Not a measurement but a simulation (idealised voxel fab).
process module | voxel gate over fins
cross-section cut | 155 nm wide | cells 5 nm
A cross-section is a grid of square cells, given in bands from the top down. A band is one or more rows of cells.
Each band's line starts with the height of the band's top and of its bottom, in nm. Then come its materials from left to right, each with its width in nm. One material with "throughout" fills the band from edge to edge. "air" is empty space.
Height 0 is the level under which the wafer as received is all one material. The lowest band goes on downwards, as in "0 down".
A width such as "30 to 40" changes by the same amount from each row of cells to the next, from the band's top row to its bottom row.
"no change" after a step means that no cell of the cross-section changed.
closed voids: empty space of 8 cells or more with no open way to the top, each as width x height at its distance from the left edge, in nm
after a step's settings: what the simulator itself notes on the step
overlay nm, on a step with a mask: how far to the right of its planned place the mask lay; to the left if negative
plan
1 op RECEIVE | material Si
2 op CONFORMAL_DEP | material SiN | thk nm 10
3 op MASKED_ETCH | tone cover | mask id FINS | width nm 15 | pitch nm 55 | etch materials SiN | depth nm 10 | overlay nm 0
4 op MASKED_ETCH | tone cover | mask id FINS | width nm 15 | pitch nm 55 | etch materials Si | depth nm 35 | overlay nm 0
5 op FILL_DEP | material SiO2 | thk nm 15
6 op CMP | height nm 10
7 op DIRECTIONAL_DEP | material aC | thk nm 10
8 op PATTERN | tone open | mask id RAIL | material resist | width nm 15 | thk nm 25 | overlay nm 0
9 op DIRECTIONAL_ETCH | etch materials aC | depth nm 10
10 op STRIP | etch materials resist
11 op DIRECTIONAL_ETCH | etch materials SiO2 | depth nm 40
12 op STRIP | etch materials aC
13 op CONFORMAL_DEP | material TiN | thk nm 5
14 op FILL_DEP | material Ru | thk nm 10
15 op CMP | height nm 10
16 op SELECTIVE_ETCH | etch materials W Ru TiN | depth nm 30
17 op FILL_DEP | material SiO2 | thk nm 5
18 op CMP | height nm 10
19 op SELECTIVE_ETCH | etch materials SiO2 | depth nm 25
20 op STRIP | etch materials SiN
21 op CONFORMAL_DEP | material HfO2 | thk nm 5
22 op CONFORMAL_DEP | material TiN | thk nm 5
23 op CONFORMAL_DEP | material TiAl | thk nm 5
24 op CONFORMAL_DEP | material TiN | thk nm 5
25 op FILL_DEP | material W | thk nm 10
26 op CMP | height nm 25
27 op CONFORMAL_DEP | material SiCN | thk nm 10
first wafer, as planned
as received, after step 1
  0 down: Si throughout
  closed voids: none
after step 2
  10 to 0: SiN throughout
  below 0: unchanged
after step 3
  10 to 0: air 15 | SiN 15 | air 40 | SiN 15 | air 40 | SiN 15 | air 15
  below 0: unchanged
after step 4
  10 to 0: air 15 | SiN 15 | air 40 | SiN 15 | air 40 | SiN 15 | air 15
  0 to -35: air 15 | Si 15 | air 40 | Si 15 | air 40 | Si 15 | air 15
  below -35: unchanged
after step 5
  25 to 10: SiO2 throughout
  10 to 0: SiO2 15 | SiN 15 | SiO2 40 | SiN 15 | SiO2 40 | SiN 15 | SiO2 15
  0 to -35: SiO2 15 | Si 15 | SiO2 40 | Si 15 | SiO2 40 | Si 15 | SiO2 15
  below -35: unchanged
after step 6
  10 to 0: SiO2 15 | SiN 15 | SiO2 40 | SiN 15 | SiO2 40 | SiN 15 | SiO2 15
  below 0: unchanged
after step 7
  20 to 10: aC throughout
  below 10: unchanged
after step 8
  45 to 20: resist 40 | air 15 | resist 100
  below 20: unchanged
after step 9
  35 to 20: resist 40 | air 15 | resist 100
  20 to 10: aC 40 | air 15 | aC 100
  below 10: unchanged
after step 10
  20 to 10: aC 40 | air 15 | aC 100
  below 10: unchanged
after step 11
  20 to 10: aC 40 | air 15 | aC 100
  10 to 0: SiO2 15 | SiN 15 | SiO2 10 | air 15 | SiO2 15 | SiN 15 | SiO2 40 | SiN 15 | SiO2 15
  0 to -30: SiO2 15 | Si 15 | SiO2 10 | air 15 | SiO2 15 | Si 15 | SiO2 40 | Si 15 | SiO2 15
  below -30: unchanged
after step 12
  10 to 0: SiO2 15 | SiN 15 | SiO2 10 | air 15 | SiO2 15 | SiN 15 | SiO2 40 | SiN 15 | SiO2 15
  below 0: unchanged
after step 13
  15 to 10: TiN 45 | air 5 | TiN 105
  10 to 0: SiO2 15 | SiN 15 | SiO2 10 | TiN 5 | air 5 | TiN 5 | SiO2 15 | SiN 15 | SiO2 40 | SiN 15 | SiO2 15
  0 to -25: SiO2 15 | Si 15 | SiO2 10 | TiN 5 | air 5 | TiN 5 | SiO2 15 | Si 15 | SiO2 40 | Si 15 | SiO2 15
  -25 to -30: SiO2 15 | Si 15 | SiO2 10 | TiN 15 | SiO2 15 | Si 15 | SiO2 40 | Si 15 | SiO2 15
  below -30: unchanged
after step 14
  25 to 15: Ru throughout
  15 to 10: TiN 45 | Ru 5 | TiN 105
  10 to 0: SiO2 15 | SiN 15 | SiO2 10 | TiN 5 | Ru 5 | TiN 5 | SiO2 15 | SiN 15 | SiO2 40 | SiN 15 | SiO2 15
  0 to -25: SiO2 15 | Si 15 | SiO2 10 | TiN 5 | Ru 5 | TiN 5 | SiO2 15 | Si 15 | SiO2 40 | Si 15 | SiO2 15
  below -25: unchanged
after step 15
  10 to 0: SiO2 15 | SiN 15 | SiO2 10 | TiN 5 | Ru 5 | TiN 5 | SiO2 15 | SiN 15 | SiO2 40 | SiN 15 | SiO2 15
  below 0: unchanged
after step 16
  10 to 0: SiO2 15 | SiN 15 | SiO2 10 | air 15 | SiO2 15 | SiN 15 | SiO2 40 | SiN 15 | SiO2 15
  0 to -20: SiO2 15 | Si 15 | SiO2 10 | air 15 | SiO2 15 | Si 15 | SiO2 40 | Si 15 | SiO2 15
  below -20: unchanged
after step 17
  15 to 10: SiO2 throughout
  10 to 0: SiO2 15 | SiN 15 | SiO2 40 | SiN 15 | SiO2 40 | SiN 15 | SiO2 15
  0 to -20: SiO2 15 | Si 15 | SiO2 40 | Si 15 | SiO2 40 | Si 15 | SiO2 15
  below -20: unchanged
after step 18
  10 to 0: SiO2 15 | SiN 15 | SiO2 40 | SiN 15 | SiO2 40 | SiN 15 | SiO2 15
  below 0: unchanged
after step 19
  10 to 0: air 15 | SiN 15 | air 40 | SiN 15 | air 40 | SiN 15 | air 15
  0 to -15: air 15 | Si 15 | air 40 | Si 15 | air 40 | Si 15 | air 15
  below -15: unchanged
after step 20
  0 to -15: air 15 | Si 15 | air 40 | Si 15 | air 40 | Si 15 | air 15
  below -15: unchanged
after step 21
  5 to 0: air 10 | HfO2 25 | air 30 | HfO2 25 | air 30 | HfO2 25 | air 10
  0 to -10: air 10 | HfO2 5 | Si 15 | HfO2 5 | air 30 | HfO2 5 | Si 15 | HfO2 5 | air 30 | HfO2 5 | Si 15 | HfO2 5 | air 10
  -10 to -15: HfO2 15 | Si 15 | HfO2 40 | Si 15 | HfO2 40 | Si 15 | HfO2 15
  below -15: unchanged
after step 22
  10 to 5: air 5 | TiN 35 | air 20 | TiN 35 | air 20 | TiN 35 | air 5
  5 to 0: air 5 | TiN 5 | HfO2 25 | TiN 5 | air 20 | TiN 5 | HfO2 25 | TiN 5 | air 20 | TiN 5 | HfO2 25 | TiN 5 | air 5
  0 to -5: air 5 | TiN 5 | HfO2 5 | Si 15 | HfO2 5 | TiN 5 | air 20 | TiN 5 | HfO2 5 | Si 15 | HfO2 5 | TiN 5 | air 20 | TiN 5 | HfO2 5 | Si 15 | HfO2 5 | TiN 5 | air 5
  -5 to -10: TiN 10 | HfO2 5 | Si 15 | HfO2 5 | TiN 30 | HfO2 5 | Si 15 | HfO2 5 | TiN 30 | HfO2 5 | Si 15 | HfO2 5 | TiN 10
  below -10: unchanged
after step 23
  15 to 10: TiAl 45 | air 10 | TiAl 45 | air 10 | TiAl 45
  10 to 5: TiAl 5 | TiN 35 | TiAl 5 | air 10 | TiAl 5 | TiN 35 | TiAl 5 | air 10 | TiAl 5 | TiN 35 | TiAl 5
  5 to 0: TiAl 5 | TiN 5 | HfO2 25 | TiN 5 | TiAl 5 | air 10 | TiAl 5 | TiN 5 | HfO2 25 | TiN 5 | TiAl 5 | air 10 | TiAl 5 | TiN 5 | HfO2 25 | TiN 5 | TiAl 5
  0 to -5: TiAl 5 | TiN 5 | HfO2 5 | Si 15 | HfO2 5 | TiN 5 | TiAl 20 | TiN 5 | HfO2 5 | Si 15 | HfO2 5 | TiN 5 | TiAl 20 | TiN 5 | HfO2 5 | Si 15 | HfO2 5 | TiN 5 | TiAl 5
  below -5: unchanged
after step 24
  20 to 15: TiN throughout
  15 to 10: TiAl 45 | TiN 10 | TiAl 45 | TiN 10 | TiAl 45
  10 to 5: TiAl 5 | TiN 35 | TiAl 5 | TiN 10 | TiAl 5 | TiN 35 | TiAl 5 | TiN 10 | TiAl 5 | TiN 35 | TiAl 5
  5 to 0: TiAl 5 | TiN 5 | HfO2 25 | TiN 5 | TiAl 5 | TiN 10 | TiAl 5 | TiN 5 | HfO2 25 | TiN 5 | TiAl 5 | TiN 10 | TiAl 5 | TiN 5 | HfO2 25 | TiN 5 | TiAl 5
  below 0: unchanged
after step 25
  30 to 20: W throughout
  below 20: unchanged
after step 26
  25 to 20: W throughout
  below 20: unchanged
after step 27
  35 to 25: SiCN throughout
  below 25: unchanged
second wafer: like start, like plan, one mistake. Through step 17 it matches the first wafer
when step 18 should have ended
  10 to 0: SiO2 15 | SiN 15 | SiO2 40 | SiN 15 | SiO2 40 | SiN 15 | SiO2 15
  below 0: unchanged
when step 19 should have ended
  10 to 0: air 15 | SiN 15 | air 40 | SiN 15 | air 40 | SiN 15 | air 15
  0 to -15: air 15 | Si 15 | air 40 | Si 15 | air 40 | Si 15 | air 15
  below -15: unchanged
when step 20 should have ended
  0 to -15: air 15 | Si 15 | air 40 | Si 15 | air 40 | Si 15 | air 15
  below -15: unchanged
when step 21 should have ended
  5 to 0: air 10 | HfO2 25 | air 30 | HfO2 25 | air 30 | HfO2 25 | air 10
  0 to -10: air 10 | HfO2 5 | Si 15 | HfO2 5 | air 30 | HfO2 5 | Si 15 | HfO2 5 | air 30 | HfO2 5 | Si 15 | HfO2 5 | air 10
  -10 to -15: HfO2 15 | Si 15 | HfO2 40 | Si 15 | HfO2 40 | Si 15 | HfO2 15
  below -15: unchanged
when step 22 should have ended
  10 to 5: air 5 | TiN 35 | air 20 | TiN 35 | air 20 | TiN 35 | air 5
  5 to 0: air 5 | TiN 5 | HfO2 25 | TiN 5 | air 20 | TiN 5 | HfO2 25 | TiN 5 | air 20 | TiN 5 | HfO2 25 | TiN 5 | air 5
  0 to -5: air 5 | TiN 5 | HfO2 5 | Si 15 | HfO2 5 | TiN 5 | air 20 | TiN 5 | HfO2 5 | Si 15 | HfO2 5 | TiN 5 | air 20 | TiN 5 | HfO2 5 | Si 15 | HfO2 5 | TiN 5 | air 5
  -5 to -10: TiN 10 | HfO2 5 | Si 15 | HfO2 5 | TiN 30 | HfO2 5 | Si 15 | HfO2 5 | TiN 30 | HfO2 5 | Si 15 | HfO2 5 | TiN 10
  below -10: unchanged
when step 23 should have ended
  15 to 10: TiAl 45 | air 10 | TiAl 45 | air 10 | TiAl 45
  10 to 5: TiAl 5 | TiN 35 | TiAl 5 | air 10 | TiAl 5 | TiN 35 | TiAl 5 | air 10 | TiAl 5 | TiN 35 | TiAl 5
  5 to 0: TiAl 5 | TiN 5 | HfO2 25 | TiN 5 | TiAl 5 | air 10 | TiAl 5 | TiN 5 | HfO2 25 | TiN 5 | TiAl 5 | air 10 | TiAl 5 | TiN 5 | HfO2 25 | TiN 5 | TiAl 5
  0 to -5: TiAl 5 | TiN 5 | HfO2 5 | Si 15 | HfO2 5 | TiN 5 | TiAl 20 | TiN 5 | HfO2 5 | Si 15 | HfO2 5 | TiN 5 | TiAl 20 | TiN 5 | HfO2 5 | Si 15 | HfO2 5 | TiN 5 | TiAl 5
  below -5: unchanged
when step 24 should have ended
  20 to 15: TiN throughout
  15 to 10: TiAl 45 | TiN 10 | TiAl 45 | TiN 10 | TiAl 45
  10 to 5: TiAl 5 | TiN 35 | TiAl 5 | TiN 10 | TiAl 5 | TiN 35 | TiAl 5 | TiN 10 | TiAl 5 | TiN 35 | TiAl 5
  5 to 0: TiAl 5 | TiN 5 | HfO2 25 | TiN 5 | TiAl 5 | TiN 10 | TiAl 5 | TiN 5 | HfO2 25 | TiN 5 | TiAl 5 | TiN 10 | TiAl 5 | TiN 5 | HfO2 25 | TiN 5 | TiAl 5
  below 0: unchanged
when step 25 should have ended
  30 to 20: W throughout
  below 20: unchanged
when step 26 should have ended
  25 to 20: W throughout
  below 20: unchanged
when step 27 should have ended
  35 to 25: SiCN throughout
  below 25: unchanged
what went wrong: step 18 was run twice
at the end the two cross-sections are the same: no effect in what this model computes
